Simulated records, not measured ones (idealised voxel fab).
Title: Process Module voxel air gaps
The width of the displayed cross-section, cut, is 210 nm; its cells are square, with a size of 5 nm.
Reading order for cross-sections: top band down to bottom band. Underlying form: a grid of square cells. Band size: one or more rows of cells.
Each band's line starts with the height of the band's top and of its bottom, in nm. Then come its materials from left to right, each with its width in nm. One material with "full width" fills the band from edge to edge. "blank" is empty space.
Zero point of the height axis is 0; under it, received wafer = one material. Lowest band: continues down indefinitely, "0 down".
Width "30..40": first value at the band's top row of cells, second value at its bottom row, equal change from row to row.
"no alteration" means the step left every cell of the cross-section as it was.
Sealed voids: empty space of 8 cells or more with no open way to the top, each as width x height at its distance from the left edge, in nm
On a step's line, text after the settings is the simulator commenting on that step.
"overlay nm" denotes, for a step that has a mask, the displacement of the mask to the right of its planned place, with negative values corresponding to the left.
The steps planned for the process are as follows:
1: RECEIVE [material Si]
2: CONFORMAL_DEP [material SiO2] [thk nm 10]
3: CONFORMAL_DEP [material SiCN] [thk nm 5]
4: DIRECTIONAL_DEP [material SiO2] [thk nm 35]
5: PATTERN [tone open] [mask id LINES] [material resist] [width nm 15] [pitch nm 40] [thk nm 15] [overlay nm 0]
6: DIRECTIONAL_ETCH [etch materials SiO2] [depth nm 35]
7: STRIP [etch materials resist]
8: CONFORMAL_DEP [material TiN] [thk nm 5]
9: FILL_DEP [material Cu] [thk nm 10]
10: CMP [height nm 50]
11: EPI [material Ru] [thk nm 10]
12: SELECTIVE_ETCH [etch materials SiO2] [depth nm 45]
13: CONFORMAL_DEP [material SiCN] [thk nm 5]
Incoming wafer, cross-sectional view, post step 1:
* 0 down  Si full width
* Sealed voids: none
Final wafer profile in cross-section after the module, from the same start and plan as above, with one mistake made during processing:
* 65 to 60  SiCN full width
* 60 to 50  Ru full width
* 50 to 45  TiN 60; Cu 5; TiN 35; Cu 5; TiN 35; Cu 5; TiN 65
* 45 to 15  SiO2 55; TiN 5; Cu 5; TiN 5; SiO2 25; TiN 5; Cu 5; TiN 5; SiO2 25; TiN 5; Cu 5; TiN 5; SiO2 60
* 15 to 10  SiO2 55; TiN 15; SiO2 25; TiN 15; SiO2 25; TiN 15; SiO2 60
* 10 to 0  SiO2 full width
* 0 down  Si full width
* Sealed voids: none
Here's what went sideways: the plan's step 3 went unexecuted, having been skipped
